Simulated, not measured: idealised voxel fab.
Presented below is a process module, voxel capacitor over wiring.
Cross-section cut spans 235 nm and uses square cells 5 nm in size.
A cross-section in this document is a grid of square cells, and it is written down as bands, the top band listed before the ones below it; a band is made up of one or more rows of cells.
Read a band's entry like this: the first values are the height of its top and the height of its bottom in nm, and what follows is the sequence of materials from left to right, each with its width in nm. Note that "blank" is empty space, and that a single material marked "throughout" reaches across the band from edge to edge.
Height datum 0, below which the as-received substrate wafer is one material. Lowest band open at the bottom, running downward: "0 -> down".
Top row gets the first number, bottom row gets the second, and each row in between changes by the same step: that is how a band width like "30->40" works.
For the purposes of this document, the phrase "all unchanged" attached to a step denotes that no cell within the cross-section was modified by that step.
Closed empty spaces (no open way to the top) of 8 cells or more are what "Non-vented voids" lists, each as width x height at distance from the left edge, nm for all three.
Whatever follows a step's settings on its line is a remark the simulator itself makes about that step.
Regarding "overlay nm": on a step with a mask, it is the distance the mask lay to the right of its planned place; a negative value places it to the left.
PROCESS STEPS FORESEEN IN THE PLAN
| 1 | RECEIVE with material Si |
| 2 | CONFORMAL_DEP with material SiO2, thk nm 15 |
| 3 | CONFORMAL_DEP with material SiCN, thk nm 5 |
| 4 | DIRECTIONAL_DEP with material lowk, thk nm 20 |
| 5 | DIRECTIONAL_DEP with material aC, thk nm 10 |
| 6 | PATTERN with tone open, mask id METAL_1, material resist, width nm 25, pitch nm 85, thk nm 25, overlay nm 0 |
| 7 | DIRECTIONAL_ETCH with etch materials aC, depth nm 10 |
| 8 | STRIP with etch materials resist |
| 9 | DIRECTIONAL_ETCH with etch materials lowk, depth nm 20 |
| 10 | DIRECTIONAL_ETCH with etch materials SiCN, depth nm 5 |
| 11 | STRIP with etch materials aC |
| 12 | CONFORMAL_DEP with material TiN, thk nm 5 |
| 13 | FILL_DEP with material Cu, thk nm 10 |
| 14 | CMP with height nm 40 |
| 15 | CONFORMAL_DEP with material SiCN, thk nm 5 |
| 16 | DIRECTIONAL_DEP with material SiO2, thk nm 15 |
| 17 | PATTERN with tone open, mask id PLUG_1, material resist, width nm 15, thk nm 20, overlay nm 0 |
| 18 | DIRECTIONAL_ETCH with etch materials SiO2, depth nm 15 |
| 19 | DIRECTIONAL_ETCH with etch materials SiCN, depth nm 5 |
| 20 | STRIP with etch materials resist |
| 21 | CONFORMAL_DEP with material TiN, thk nm 5 |
| 22 | FILL_DEP with material Ru, thk nm 10 |
| 23 | CMP with height nm 60 |
| 24 | DIRECTIONAL_DEP with material TiN, thk nm 5 |
| 25 | DIRECTIONAL_DEP with material HfO2, thk nm 5 |
| 26 | DIRECTIONAL_DEP with material TiN, thk nm 5 |
| 27 | PATTERN with tone cover, mask id UPPER_PLATE, material resist, width nm 65, thk nm 20, overlay nm 0 |
| 28 | DIRECTIONAL_ETCH with etch materials TiN, depth nm 5 |
| 29 | DIRECTIONAL_ETCH with etch materials HfO2, depth nm 5 |
| 30 | STRIP with etch materials resist |
| 31 | MASKED_ETCH with tone cover, mask id LOWER_PLATE, width nm 75, etch materials TiN, depth nm 5, overlay nm 0 |
| 32 | FILL_DEP with material SiO2, thk nm 15 |
| 33 | CMP with height nm 85 |
| 34 | PATTERN with tone open, mask id PLUG_2, material resist, width nm 15, thk nm 20, overlay nm 0 |
| 35 | DIRECTIONAL_ETCH with etch materials SiO2, depth nm 10 |
| 36 | STRIP with etch materials resist |
| 37 | CONFORMAL_DEP with material TiN, thk nm 5 |
| 38 | FILL_DEP with material W, thk nm 5 |
| 39 | CMP with height nm 85 |
| 40 | CONFORMAL_DEP with material SiN, thk nm 5 |
WAFER AT RECEIPT (POST STEP 1), CROSS-SECTION
	0 -> down = Si throughout
	Non-vented voids: none
THE PLAN ABOVE WAS CARRIED OUT ON THE STARTING STRUCTURE ABOVE WITH ONE MISTAKE, AND THIS CROSS-SECTION SHOWS THE WAFER AT THE END OF THE MODULE
	90 -> 85 = SiN throughout
	85 -> 80 = 80 nm SiO2, then 5 nm TiN, then 5 nm W, then 5 nm TiN, then 140 nm SiO2
	80 -> 70 = 80->70 nm SiO2, then 15->65 nm TiN, then 140->100 nm SiO2
	70 -> 65 = 70 nm SiO2, then 65 nm HfO2, then 100 nm SiO2
	65 -> 60 = 65 nm SiO2, then 75 nm TiN, then 95 nm SiO2
	60 -> 45 = 70 nm SiO2, then 5 nm TiN, then 5 nm Ru, then 5 nm TiN, then 150 nm SiO2
	45 -> 40 = 70 nm SiCN, then 15 nm TiN, then 150 nm SiCN
	40 -> 35 = 60 nm lowk, then 5 nm TiN, then 15 nm Cu, then 5 nm TiN, then 60 nm lowk, then 5 nm TiN, then 15 nm Cu, then 5 nm TiN, then 65 nm lowk
	35 -> 30 = 60 nm SiCN, then 25 nm TiN, then 60 nm SiCN, then 25 nm TiN, then 65 nm SiCN
	30 -> 0 = SiO2 throughout
	0 -> down = Si throughout
	Non-vented voids: none
Against the plan, the run slipped here: twice over, step 2 of the plan was run
